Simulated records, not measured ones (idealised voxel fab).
Herein follows the process module entitled voxel tone inversion.
For reference, the cross-section in this document is cut, with width 295 nm and square cells of 5 nm.
Bands, listed from the top down, are how a cross-section gets written in this document; the cross-section itself is a grid of square cells, and a band is one or more rows of them. The entry gives the band's vertical extent as a top height and a bottom height in nm, then its horizontal make-up as materials from left to right, each with a width in nm. "empty" stands for empty space; a single material marked "edge to edge" fills the band edge to edge. Basically, 0 is our baseline, since under it the wafer straight out of the box is all one material. The bottom band has no lower end and keeps on going down, so it looks like "top 0, no bottom". Top row gets the first number, bottom row gets the second, and each row in between changes by the same step: that is how a band width like "30 to 40" works. The cross-section has no changed cell in any step marked "nothing altered". "Voids lacking openings" means: voids of 8 cells or more that are shut off from the top with no open way through. Written width x height at distance, distance from the left edge, in nm. That trailing text on a step's line, after the settings, is the simulator's own remark on the step. overlay nm: how far to the right of its planned place the mask lay on this masked step (negative: to the left).
Intended process steps
1. RECEIVE [material Si]
2. CONFORMAL_DEP [material SiCN] [thk nm 5]
3. DIRECTIONAL_DEP [material aC] [thk nm 25]
4. PATTERN [tone cover] [mask id POSTS] [material resist] [width nm 25] [pitch nm 40] [thk nm 35] [overlay nm 0]
5. DIRECTIONAL_ETCH [etch materials aC] [depth nm 25]
6. STRIP [etch materials resist]
7. FILL_DEP [material lowk] [thk nm 5]
8. CMP [height nm 30]
9. STRIP [etch materials aC]
The first wafer of two, processed as planned
Cross-section of the wafer as it came to us, i.e., already through step 1
    top 0, no bottom: Si edge to edge
    Voids lacking openings: none
Cross-sectional representation of the wafer at the conclusion of step 2
    top 5, bottom 0: SiCN edge to edge
    below 0: unchanged
Cross-sectional representation of the wafer at the conclusion of step 3
    top 30, bottom 5: aC edge to edge
    below 5: unchanged
Cross-sectional representation of the wafer at the conclusion of step 4
    top 65, bottom 30: empty: 75 | resist: 25 | empty: 15 | resist: 25 | empty: 15 | resist: 25 | empty: 15 | resist: 25 | empty: 75
    below 30: unchanged
Cross-sectional representation of the wafer at the conclusion of step 5
    top 40, bottom 30: empty: 75 | resist: 25 | empty: 15 | resist: 25 | empty: 15 | resist: 25 | empty: 15 | resist: 25 | empty: 75
    top 30, bottom 5: empty: 75 | aC: 25 | empty: 15 | aC: 25 | empty: 15 | aC: 25 | empty: 15 | aC: 25 | empty: 75
    below 5: unchanged
Cross-sectional representation of the wafer at the conclusion of step 6
    top 30, bottom 5: empty: 75 | aC: 25 | empty: 15 | aC: 25 | empty: 15 | aC: 25 | empty: 15 | aC: 25 | empty: 75
    below 5: unchanged
Cross-sectional representation of the wafer at the conclusion of step 7
    top 35, bottom 30: lowk edge to edge
    top 30, bottom 5: lowk: 75 | aC: 25 | lowk: 15 | aC: 25 | lowk: 15 | aC: 25 | lowk: 15 | aC: 25 | lowk: 75
    below 5: unchanged
Cross-sectional representation of the wafer at the conclusion of step 8
    top 30, bottom 5: lowk: 75 | aC: 25 | lowk: 15 | aC: 25 | lowk: 15 | aC: 25 | lowk: 15 | aC: 25 | lowk: 75
    below 5: unchanged
Cross-sectional representation of the wafer at the conclusion of step 9
    top 30, bottom 5: lowk: 75 | empty: 25 | lowk: 15 | empty: 25 | lowk: 15 | empty: 25 | lowk: 15 | empty: 25 | lowk: 75
    below 5: unchanged
second wafer: like start, like plan, one mistake. Through step 3 it matches the first wafer
Here is the second wafer in cross-section at the point where step 4 of the plan should have been done
    top 65, bottom 30: empty: 80 | resist: 15 | empty: 25 | resist: 15 | empty: 25 | resist: 15 | empty: 25 | resist: 15 | empty: 80
    below 30: unchanged
Here is the second wafer in cross-section at the point where step 5 of the plan should have been done
    top 40, bottom 30: empty: 80 | resist: 15 | empty: 25 | resist: 15 | empty: 25 | resist: 15 | empty: 25 | resist: 15 | empty: 80
    top 30, bottom 5: empty: 80 | aC: 15 | empty: 25 | aC: 15 | empty: 25 | aC: 15 | empty: 25 | aC: 15 | empty: 80
    below 5: unchanged
Here is the second wafer in cross-section at the point where step 6 of the plan should have been done
    top 30, bottom 5: empty: 80 | aC: 15 | empty: 25 | aC: 15 | empty: 25 | aC: 15 | empty: 25 | aC: 15 | empty: 80
    below 5: unchanged
Here is the second wafer in cross-section at the point where step 7 of the plan should have been done
    top 35, bottom 30: lowk edge to edge
    top 30, bottom 5: lowk: 80 | aC: 15 | lowk: 25 | aC: 15 | lowk: 25 | aC: 15 | lowk: 25 | aC: 15 | lowk: 80
    below 5: unchanged
Here is the second wafer in cross-section at the point where step 8 of the plan should have been done
    top 30, bottom 5: lowk: 80 | aC: 15 | lowk: 25 | aC: 15 | lowk: 25 | aC: 15 | lowk: 25 | aC: 15 | lowk: 80
    below 5: unchanged
Here is the second wafer in cross-section at the point where step 9 of the plan should have been done
    top 30, bottom 5: lowk: 80 | empty: 15 | lowk: 25 | empty: 15 | lowk: 25 | empty: 15 | lowk: 25 | empty: 15 | lowk: 80
    below 5: unchanged
The plan and the run diverged here: step 4 was not run as planned; what actually ran was PATTERN [tone cover] [mask id POSTS] [material resist] [width nm 15] [pitch nm 40] [thk nm 35] [overlay nm 0]
End check, counted in cells, second wafer has more or fewer of these materials than the first: +40 lowk
